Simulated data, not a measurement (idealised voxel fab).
Proc. module: voxel capacitor over wiring
Square cells of 5 nm make up the cross-section cut, whose width is 215 nm.
How to read a cross-section here: the picture is a grid of square cells, written as bands going from the top down, and any band can span one or more rows of cells.
Per band: top height and bottom height in nm, followed by the left-to-right materials and their widths in nm; "full width" marks a single material spanning edge to edge, "empty" marks empty space.
The reference from which all heights are counted is 0, the level beneath which the as-received wafer is entirely one material; the lowest band, having no lower bound, proceeds downward and is written after the example "from 0 down".
When a width is written as two numbers, as in "30->40", the first number is the width in the top row of cells of the band and the second is the width in its bottom row, and the width changes by the same amount from each row to the next.
What does "no modifications" mean for a step? It means no cell of the cross-section changed in that step.
"Closed voids list" specifies each empty space that is not open to the top and that occupies no fewer than 8 cells, using the form width x height at distance, the distance measured from the left edge and all three quantities in nm.
What comes after the settings on a step's line is commentary from the simulator itself on that step.
Among the settings permitted on a step's line is "overlay nm"; applied to a step with a mask, it specifies the extent to which the mask lay to the right of its planned position, whereas a negative figure signifies a position to the left.

Listed below are the process steps as planned:
1,op RECEIVE | material Si
2,op CONFORMAL_DEP | material SiO2 | thk nm 15
3,op CONFORMAL_DEP | material SiN | thk nm 5
4,op DIRECTIONAL_DEP | material lowk | thk nm 20
5,op MASKED_ETCH | tone open | mask id METAL_1 | width nm 25 | pitch nm 95 | etch materials lowk | depth nm 20 | overlay nm 0
6,op MASKED_ETCH | tone open | mask id METAL_1 | width nm 25 | pitch nm 95 | etch materials SiN | depth nm 5 | overlay nm 0
7,op CONFORMAL_DEP | material TiN | thk nm 5
8,op FILL_DEP | material W | thk nm 5
9,op CMP | height nm 40
10,op EPI | material Ru | thk nm 5
11,op FILL_DEP | material SiCN | thk nm 5
12,op DIRECTIONAL_DEP | material SiO2 | thk nm 10
13,op PATTERN | tone open | mask id PLUG_1 | material resist | width nm 15 | thk nm 15 | overlay nm 0
14,op DIRECTIONAL_ETCH | etch materials SiO2 | depth nm 10
15,op DIRECTIONAL_ETCH | etch materials SiCN | depth nm 5
16,op STRIP | etch materials resist
17,op CONFORMAL_DEP | material TiN | thk nm 5
18,op FILL_DEP | material Ru | thk nm 5
19,op CMP | height nm 60
20,op DIRECTIONAL_DEP | material TiN | thk nm 10
21,op DIRECTIONAL_DEP | material HfO2 | thk nm 5
22,op DIRECTIONAL_DEP | material TiN | thk nm 10
23,op DIRECTIONAL_DEP | material aC | thk nm 10
24,op PATTERN | tone cover | mask id UPPER_PLATE | material resist | width nm 75 | thk nm 25 | overlay nm 0
25,op DIRECTIONAL_ETCH | etch materials aC | depth nm 10
26,op STRIP | etch materials resist
27,op DIRECTIONAL_ETCH | etch materials TiN | depth nm 10
28,op DIRECTIONAL_ETCH | etch materials HfO2 | depth nm 5
29,op STRIP | etch materials aC
30,op MASKED_ETCH | tone cover | mask id LOWER_PLATE | width nm 85 | etch materials TiN | depth nm 10 | overlay nm 0
31,op FILL_DEP | material SiO2 | thk nm 20
32,op CMP | height nm 100
33,op PATTERN | tone open | mask id PLUG_2 | material resist | width nm 15 | thk nm 20 | overlay nm 0
34,op DIRECTIONAL_ETCH | etch materials SiO2 | depth nm 15
35,op STRIP | etch materials resist
36,op CONFORMAL_DEP | material TiN | thk nm 5
37,op FILL_DEP | material Ru | thk nm 5
38,op CMP | height nm 100
39,op CONFORMAL_DEP | material SiN | thk nm 5

first wafer, as planned:

Cross-section of the wafer upon arrival, representing the state reached after step 1:
> from 0 down: Si full width
> Closed voids list: none

State of the wafer after step 2, shown in cross-section:
> from 15 to 0: SiO2 full width
> below 0: unchanged

State of the wafer after step 3, shown in cross-section:
> from 20 to 15: SiN full width
> below 15: unchanged

State of the wafer after step 4, shown in cross-section:
> from 40 to 20: lowk full width
> below 20: unchanged

State of the wafer after step 5, shown in cross-section:
> from 40 to 20: lowk: 45; empty: 25; lowk: 70; empty: 25; lowk: 50
> below 20: unchanged

State of the wafer after step 6, shown in cross-section:
> from 40 to 20: lowk: 45; empty: 25; lowk: 70; empty: 25; lowk: 50
> from 20 to 15: SiN: 45; empty: 25; SiN: 70; empty: 25; SiN: 50
> below 15: unchanged

State of the wafer after step 7, shown in cross-section:
> from 45 to 40: TiN: 50; empty: 15; TiN: 80; empty: 15; TiN: 55
> from 40 to 20: lowk: 45; TiN: 5; empty: 15; TiN: 5; lowk: 70; TiN: 5; empty: 15; TiN: 5; lowk: 50
> from 20 to 15: SiN: 45; TiN: 25; SiN: 70; TiN: 25; SiN: 50
> below 15: unchanged

State of the wafer after step 8, shown in cross-section:
> from 50 to 45: W full width
> from 45 to 40: TiN: 50; W: 15; TiN: 80; W: 15; TiN: 55
> from 40 to 20: lowk: 45; TiN: 5; W: 15; TiN: 5; lowk: 70; TiN: 5; W: 15; TiN: 5; lowk: 50
> below 20: unchanged

State of the wafer after step 9, shown in cross-section:
> from 40 to 20: lowk: 45; TiN: 5; W: 15; TiN: 5; lowk: 70; TiN: 5; W: 15; TiN: 5; lowk: 50
> below 20: unchanged

State of the wafer after step 10, shown in cross-section:
> from 45 to 40: empty: 40; Ru: 35; empty: 60; Ru: 35; empty: 45
> below 40: unchanged

State of the wafer after step 11, shown in cross-section:
> from 50 to 45: SiCN full width
> from 45 to 40: SiCN: 40; Ru: 35; SiCN: 60; Ru: 35; SiCN: 45
> below 40: unchanged

State of the wafer after step 12, shown in cross-section:
> from 60 to 50: SiO2 full width
> below 50: unchanged

State of the wafer after step 13, shown in cross-section:
> from 75 to 60: resist: 55; empty: 15; resist: 145
> below 60: unchanged

State of the wafer after step 14, shown in cross-section:
> from 75 to 60: resist: 55; empty: 15; resist: 145
> from 60 to 50: SiO2: 55; empty: 15; SiO2: 145
> below 50: unchanged

State of the wafer after step 15, shown in cross-section:
> from 75 to 60: resist: 55; empty: 15; resist: 145
> from 60 to 50: SiO2: 55; empty: 15; SiO2: 145
> from 50 to 45: SiCN: 55; empty: 15; SiCN: 145
> below 45: unchanged

State of the wafer after step 16, shown in cross-section:
> from 60 to 50: SiO2: 55; empty: 15; SiO2: 145
> below 50: unchanged

State of the wafer after step 17, shown in cross-section:
> from 65 to 60: TiN: 60; empty: 5; TiN: 150
> from 60 to 50: SiO2: 55; TiN: 5; empty: 5; TiN: 5; SiO2: 145
> from 50 to 45: SiCN: 55; TiN: 15; SiCN: 145
> below 45: unchanged

State of the wafer after step 18, shown in cross-section:
> from 70 to 65: Ru full width
> from 65 to 60: TiN: 60; Ru: 5; TiN: 150
> from 60 to 50: SiO2: 55; TiN: 5; Ru: 5; TiN: 5; SiO2: 145
> below 50: unchanged

State of the wafer after step 19, shown in cross-section:
> from 60 to 50: SiO2: 55; TiN: 5; Ru: 5; TiN: 5; SiO2: 145
> below 50: unchanged

State of the wafer after step 20, shown in cross-section:
> from 70 to 60: TiN full width
> below 60: unchanged

State of the wafer after step 21, shown in cross-section:
> from 75 to 70: HfO2 full width
> below 70: unchanged

State of the wafer after step 22, shown in cross-section:
> from 85 to 75: TiN full width
> below 75: unchanged

State of the wafer after step 23, shown in cross-section:
> from 95 to 85: aC full width
> below 85: unchanged

State of the wafer after step 24, shown in cross-section:
> from 120 to 95: empty: 55; resist: 75; empty: 85
> below 95: unchanged

State of the wafer after step 25, shown in cross-section:
> from 110 to 95: empty: 55; resist: 75; empty: 85
> from 95 to 85: empty: 55; aC: 75; empty: 85
> below 85: unchanged

State of the wafer after step 26, shown in cross-section:
> from 95 to 85: empty: 55; aC: 75; empty: 85
> below 85: unchanged

State of the wafer after step 27, shown in cross-section:
> from 95 to 85: empty: 55; aC: 75; empty: 85
> from 85 to 75: empty: 55; TiN: 75; empty: 85
> below 75: unchanged

State of the wafer after step 28, shown in cross-section:
> from 95 to 85: empty: 55; aC: 75; empty: 85
> from 85 to 75: empty: 55; TiN: 75; empty: 85
> from 75 to 70: empty: 55; HfO2: 75; empty: 85
> below 70: unchanged

State of the wafer after step 29, shown in cross-section:
> from 85 to 75: empty: 55; TiN: 75; empty: 85
> below 75: unchanged

State of the wafer after step 30, shown in cross-section:
> from 85 to 75: empty: 55; TiN: 75; empty: 85
> from 75 to 70: empty: 55; HfO2: 75; empty: 85
> from 70 to 60: empty: 50; TiN: 85; empty: 80
> below 60: unchanged

State of the wafer after step 31, shown in cross-section:
> from 105 to 85: SiO2 full width
> from 85 to 75: SiO2: 55; TiN: 75; SiO2: 85
> from 75 to 70: SiO2: 55; HfO2: 75; SiO2: 85
> from 70 to 60: SiO2: 50; TiN: 85; SiO2: 80
> below 60: unchanged

State of the wafer after step 32, shown in cross-section:
> from 100 to 85: SiO2 full width
> below 85: unchanged

State of the wafer after step 33, shown in cross-section:
> from 120 to 100: resist: 65; empty: 15; resist: 135
> below 100: unchanged

State of the wafer after step 34, shown in cross-section:
> from 120 to 100: resist: 65; empty: 15; resist: 135
> from 100 to 85: SiO2: 65; empty: 15; SiO2: 135
> below 85: unchanged

State of the wafer after step 35, shown in cross-section:
> from 100 to 85: SiO2: 65; empty: 15; SiO2: 135
> below 85: unchanged

State of the wafer after step 36, shown in cross-section:
> from 105 to 100: TiN: 70; empty: 5; TiN: 140
> from 100 to 90: SiO2: 65; TiN: 5; empty: 5; TiN: 5; SiO2: 135
> from 90 to 85: SiO2: 65; TiN: 15; SiO2: 135
> below 85: unchanged

State of the wafer after step 37, shown in cross-section:
> from 110 to 105: Ru full width
> from 105 to 100: TiN: 70; Ru: 5; TiN: 140
> from 100 to 90: SiO2: 65; TiN: 5; Ru: 5; TiN: 5; SiO2: 135
> below 90: unchanged

State of the wafer after step 38, shown in cross-section:
> from 100 to 90: SiO2: 65; TiN: 5; Ru: 5; TiN: 5; SiO2: 135
> below 90: unchanged

State of the wafer after step 39, shown in cross-section:
> from 105 to 100: SiN full width
> below 100: unchanged

Notes, second wafer: start = first wafer's, plan = first wafer's, execution had one mistake; history identical to first through step 17:

Cross-section of the second wafer at the time step 18 of the plan should have ended:
> from 70 to 65: SiO2 full width
> from 65 to 60: TiN: 60; SiO2: 5; TiN: 150
> from 60 to 50: SiO2: 55; TiN: 5; SiO2: 5; TiN: 5; SiO2: 145
> below 50: unchanged

Cross-section of the second wafer at the time step 19 of the plan should have ended:
> from 60 to 50: SiO2: 55; TiN: 5; SiO2: 5; TiN: 5; SiO2: 145
> below 50: unchanged

Cross-section of the second wafer at the time step 20 of the plan should have ended:
> from 70 to 60: TiN full width
> below 60: unchanged

Cross-section of the second wafer at the time step 21 of the plan should have ended:
> from 75 to 70: HfO2 full width
> below 70: unchanged

Cross-section of the second wafer at the time step 22 of the plan should have ended:
> from 85 to 75: TiN full width
> below 75: unchanged

Cross-section of the second wafer at the time step 23 of the plan should have ended:
> from 95 to 85: aC full width
> below 85: unchanged

Cross-section of the second wafer at the time step 24 of the plan should have ended:
> from 120 to 95: empty: 55; resist: 75; empty: 85
> below 95: unchanged

Cross-section of the second wafer at the time step 25 of the plan should have ended:
> from 110 to 95: empty: 55; resist: 75; empty: 85
> from 95 to 85: empty: 55; aC: 75; empty: 85
> below 85: unchanged

Cross-section of the second wafer at the time step 26 of the plan should have ended:
> from 95 to 85: empty: 55; aC: 75; empty: 85
> below 85: unchanged

Cross-section of the second wafer at the time step 27 of the plan should have ended:
> from 95 to 85: empty: 55; aC: 75; empty: 85
> from 85 to 75: empty: 55; TiN: 75; empty: 85
> below 75: unchanged

Cross-section of the second wafer at the time step 28 of the plan should have ended:
> from 95 to 85: empty: 55; aC: 75; empty: 85
> from 85 to 75: empty: 55; TiN: 75; empty: 85
> from 75 to 70: empty: 55; HfO2: 75; empty: 85
> below 70: unchanged

Cross-section of the second wafer at the time step 29 of the plan should have ended:
> from 85 to 75: empty: 55; TiN: 75; empty: 85
> below 75: unchanged

Cross-section of the second wafer at the time step 30 of the plan should have ended:
> from 85 to 75: empty: 55; TiN: 75; empty: 85
> from 75 to 70: empty: 55; HfO2: 75; empty: 85
> from 70 to 60: empty: 50; TiN: 85; empty: 80
> below 60: unchanged

Cross-section of the second wafer at the time step 31 of the plan should have ended:
> from 105 to 85: SiO2 full width
> from 85 to 75: SiO2: 55; TiN: 75; SiO2: 85
> from 75 to 70: SiO2: 55; HfO2: 75; SiO2: 85
> from 70 to 60: SiO2: 50; TiN: 85; SiO2: 80
> below 60: unchanged

Cross-section of the second wafer at the time step 32 of the plan should have ended:
> from 100 to 85: SiO2 full width
> below 85: unchanged

Cross-section of the second wafer at the time step 33 of the plan should have ended:
> from 120 to 100: resist: 65; empty: 15; resist: 135
> below 100: unchanged

Cross-section of the second wafer at the time step 34 of the plan should have ended:
> from 120 to 100: resist: 65; empty: 15; resist: 135
> from 100 to 85: SiO2: 65; empty: 15; SiO2: 135
> below 85: unchanged

Cross-section of the second wafer at the time step 35 of the plan should have ended:
> from 100 to 85: SiO2: 65; empty: 15; SiO2: 135
> below 85: unchanged

Cross-section of the second wafer at the time step 36 of the plan should have ended:
> from 105 to 100: TiN: 70; empty: 5; TiN: 140
> from 100 to 90: SiO2: 65; TiN: 5; empty: 5; TiN: 5; SiO2: 135
> from 90 to 85: SiO2: 65; TiN: 15; SiO2: 135
> below 85: unchanged

Cross-section of the second wafer at the time step 37 of the plan should have ended:
> from 110 to 105: Ru full width
> from 105 to 100: TiN: 70; Ru: 5; TiN: 140
> from 100 to 90: SiO2: 65; TiN: 5; Ru: 5; TiN: 5; SiO2: 135
> below 90: unchanged

Cross-section of the second wafer at the time step 38 of the plan should have ended:
> from 100 to 90: SiO2: 65; TiN: 5; Ru: 5; TiN: 5; SiO2: 135
> below 90: unchanged

Cross-section of the second wafer at the time step 39 of the plan should have ended:
> from 105 to 100: SiN full width
> below 100: unchanged
So what did we get wrong on this run? step 18 went in with a setting other than planned; the actual run was op FILL_DEP | material SiO2 | thk nm 5
In the final state, the cell counts of the second wafer exceed or fall short of those of the first for the following materials: 2 fewer of Ru; 2 more of SiO2
